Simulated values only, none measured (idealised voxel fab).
Presented below is a process module, voxel ribs on slabs.
This is section cut - it's 290 nm across, gridded in 5 nm square cells.
A cross-section is a grid of square cells, given in bands from the top down. A band is one or more rows of cells.
What a band's entry tells you: where the top is and where the bottom is, as heights in nm, and after that what lies inside, material by material from left to right, each with its width in nm. Empty space is written as the word "air", and a single material marked with the word "throughout" occupies the band from edge to edge.
Counting heights begins at 0, where everything beneath is, in the wafer as received, one material. The lowest band has no bottom; it goes on downwards, as "0 nm and below" shows.
It should be noted that a width expressed as "30..40" varies in equal increments from row to row of cells within the band, taking the value of the first number at the top row and that of the second number at the bottom row.
You'll sometimes find "all unchanged" written for a step, and that's the way of saying that nowhere in the cross-section did a cell change during that step.
Heads up: "Closed internal voids" only lists the empty pockets with no open path to the top that are 8 cells or more, and it writes them as width x height at distance, distance from the left edge, in nm.
That trailing text on a step's line, after the settings, is the simulator's own remark on the step.
overlay nm: step with mask; distance mask lay right of planned place; negative value = left of planned place.

Below is the list of planned process steps:
- 1: RECEIVE (material Si)
- 2: DIRECTIONAL_DEP (material SiO2; thk nm 25)
- 3: DIRECTIONAL_DEP (material SiN; thk nm 20)
- 4: DIRECTIONAL_DEP (material aC; thk nm 10)
- 5: PATTERN (tone cover; mask id RIB; material resist; width nm 30; thk nm 30; overlay nm 0)
- 6: DIRECTIONAL_ETCH (etch materials aC; depth nm 10)
- 7: STRIP (etch materials resist)
- 8: DIRECTIONAL_ETCH (etch materials SiN; depth nm 5)
- 9: STRIP (etch materials aC)
- 10: PATTERN (tone cover; mask id SLAB; material resist; width nm 90; thk nm 15; overlay nm 0)
- 11: DIRECTIONAL_ETCH (etch materials SiN; depth nm 15)
- 12: STRIP (etch materials resist)
- 13: FILL_DEP (material SiO2; thk nm 20)
- 14: CMP (height nm 60)
- 15: DIRECTIONAL_DEP (material TiN; thk nm 10)
- 16: DIRECTIONAL_DEP (material aC; thk nm 10)
- 17: PATTERN (tone cover; mask id HEATER; material resist; width nm 40; thk nm 25; overlay nm 0)
- 18: DIRECTIONAL_ETCH (etch materials aC; depth nm 10)
- 19: STRIP (etch materials resist)
- 20: DIRECTIONAL_ETCH (etch materials TiN; depth nm 10)
- 21: STRIP (etch materials aC)
- 22: CONFORMAL_DEP (material SiN; thk nm 5)

Wafer as received: cross-section following step 1:
0 nm and below = Si throughout
Closed internal voids: none

Figure: cross-sectional view of the wafer upon completion of the module, processed from the initial state and according to the plan depicted above, with one error introduced during execution:
75 nm to 70 nm = SiN=130; air=30; SiN=130
70 nm to 65 nm = TiN=125; SiN=5; air=30; SiN=5; TiN=125
65 nm to 60 nm = TiN=125; SiN=40; TiN=125
60 nm to 45 nm = SiO2 throughout
45 nm to 40 nm = SiO2=130; SiN=30; SiO2=130
40 nm to 25 nm = SiO2=100; SiN=90; SiO2=100
25 nm to 0 nm = SiO2 throughout
0 nm and below = Si throughout
Closed internal voids: none
Diagnosis: step 17 ran with different settings than intended, the actual operation and settings being PATTERN (tone open; mask id HEATER; material resist; width nm 40; thk nm 25; overlay nm 0)
